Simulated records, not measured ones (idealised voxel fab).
process module | voxel ribs on slabs
cross-section cut | 260 nm wide | cells 5 nm
A cross-section is a grid of square cells, given in bands from the top down. A band is one or more rows of cells.
Each band's line starts with the height of the band's top and of its bottom, in nm. Then come its materials from left to right, each with its width in nm. One material with "throughout" fills the band from edge to edge. "air" is empty space.
Height 0 is the level under which the wafer as received is all one material. The lowest band goes on downwards, as in "0 down".
A width such as "30 to 40" changes by the same amount from each row of cells to the next, from the band's top row to its bottom row.
"no change" after a step means that no cell of the cross-section changed.
closed voids: empty space of 8 cells or more with no open way to the top, each as width x height at its distance from the left edge, in nm
after a step's settings: what the simulator itself notes on the step
overlay nm, on a step with a mask: how far to the right of its planned place the mask lay; to the left if negative
plan
1 op RECEIVE | material Si
2 op DIRECTIONAL_DEP | material SiO2 | thk nm 20
3 op DIRECTIONAL_DEP | material polySi | thk nm 15
4 op DIRECTIONAL_DEP | material aC | thk nm 15
5 op PATTERN | tone cover | mask id RIB | material resist | width nm 20 | thk nm 30 | overlay nm 0
6 op DIRECTIONAL_ETCH | etch materials aC | depth nm 15
7 op STRIP | etch materials resist
8 op DIRECTIONAL_ETCH | etch materials polySi | depth nm 5
9 op STRIP | etch materials aC
10 op DIRECTIONAL_DEP | material aC | thk nm 15
11 op PATTERN | tone cover | mask id SLAB | material resist | width nm 60 | thk nm 30 | overlay nm 0
12 op DIRECTIONAL_ETCH | etch materials aC | depth nm 15
13 op STRIP | etch materials resist
14 op DIRECTIONAL_ETCH | etch materials polySi | depth nm 10
15 op STRIP | etch materials aC
16 op FILL_DEP | material SiO2 | thk nm 25
17 op CMP | height nm 55
18 op DIRECTIONAL_DEP | material W | thk nm 10
19 op MASKED_ETCH | tone cover | mask id HEATER | width nm 30 | etch materials W | depth nm 10 | overlay nm 0
20 op CONFORMAL_DEP | material SiO2 | thk nm 5
first wafer, as planned
as received, after step 1
  0 down: Si throughout
  closed voids: none
after step 2
  20 to 0: SiO2 throughout
  below 0: unchanged
after step 3
  35 to 20: polySi throughout
  below 20: unchanged
after step 4
  50 to 35: aC throughout
  below 35: unchanged
after step 5
  80 to 50: air 120 | resist 20 | air 120
  below 50: unchanged
after step 6
  65 to 50: air 120 | resist 20 | air 120
  50 to 35: air 120 | aC 20 | air 120
  below 35: unchanged
after step 7
  50 to 35: air 120 | aC 20 | air 120
  below 35: unchanged
after step 8
  50 to 35: air 120 | aC 20 | air 120
  35 to 30: air 120 | polySi 20 | air 120
  below 30: unchanged
after step 9
  35 to 30: air 120 | polySi 20 | air 120
  below 30: unchanged
after step 10
  50 to 45: air 120 | aC 20 | air 120
  45 to 35: aC throughout
  35 to 30: aC 120 | polySi 20 | aC 120
  below 30: unchanged
after step 11
  80 to 50: air 100 | resist 60 | air 100
  50 to 45: air 100 | resist 20 | aC 20 | resist 20 | air 100
  below 45: unchanged
after step 12
  65 to 50: air 100 | resist 60 | air 100
  50 to 45: air 100 | resist 20 | aC 20 | resist 20 | air 100
  45 to 35: air 100 | aC 60 | air 100
  35 to 30: air 100 | aC 20 | polySi 20 | aC 20 | air 100
  below 30: unchanged
after step 13
  50 to 45: air 120 | aC 20 | air 120
  below 45: unchanged
after step 14
  50 to 45: air 120 | aC 20 | air 120
  45 to 35: air 100 | aC 60 | air 100
  35 to 30: air 100 | aC 20 | polySi 20 | aC 20 | air 100
  30 to 20: air 100 | polySi 60 | air 100
  below 20: unchanged
after step 15
  35 to 30: air 120 | polySi 20 | air 120
  below 30: unchanged
after step 16
  60 to 35: SiO2 throughout
  35 to 30: SiO2 120 | polySi 20 | SiO2 120
  30 to 20: SiO2 100 | polySi 60 | SiO2 100
  below 20: unchanged
after step 17
  55 to 35: SiO2 throughout
  below 35: unchanged
after step 18
  65 to 55: W throughout
  below 55: unchanged
after step 19
  65 to 55: air 115 | W 30 | air 115
  below 55: unchanged
after step 20
  70 to 65: air 110 | SiO2 40 | air 110
  65 to 60: air 110 | SiO2 5 | W 30 | SiO2 5 | air 110
  60 to 55: SiO2 115 | W 30 | SiO2 115
  below 55: unchanged
second wafer: like start, like plan, one mistake. Through step 18 it matches the first wafer
when step 19 should have ended
  65 to 55: W 115 | air 30 | W 115
  below 55: unchanged
when step 20 should have ended
  70 to 65: SiO2 120 | air 20 | SiO2 120
  65 to 60: W 115 | SiO2 5 | air 20 | SiO2 5 | W 115
  60 to 55: W 115 | SiO2 30 | W 115
  below 55: unchanged
what went wrong: step 19 ran as: op MASKED_ETCH | tone open | mask id HEATER | width nm 30 | etch materials W | depth nm 10 | overlay nm 0
at the end the second wafer has, in cells: 80 more of W
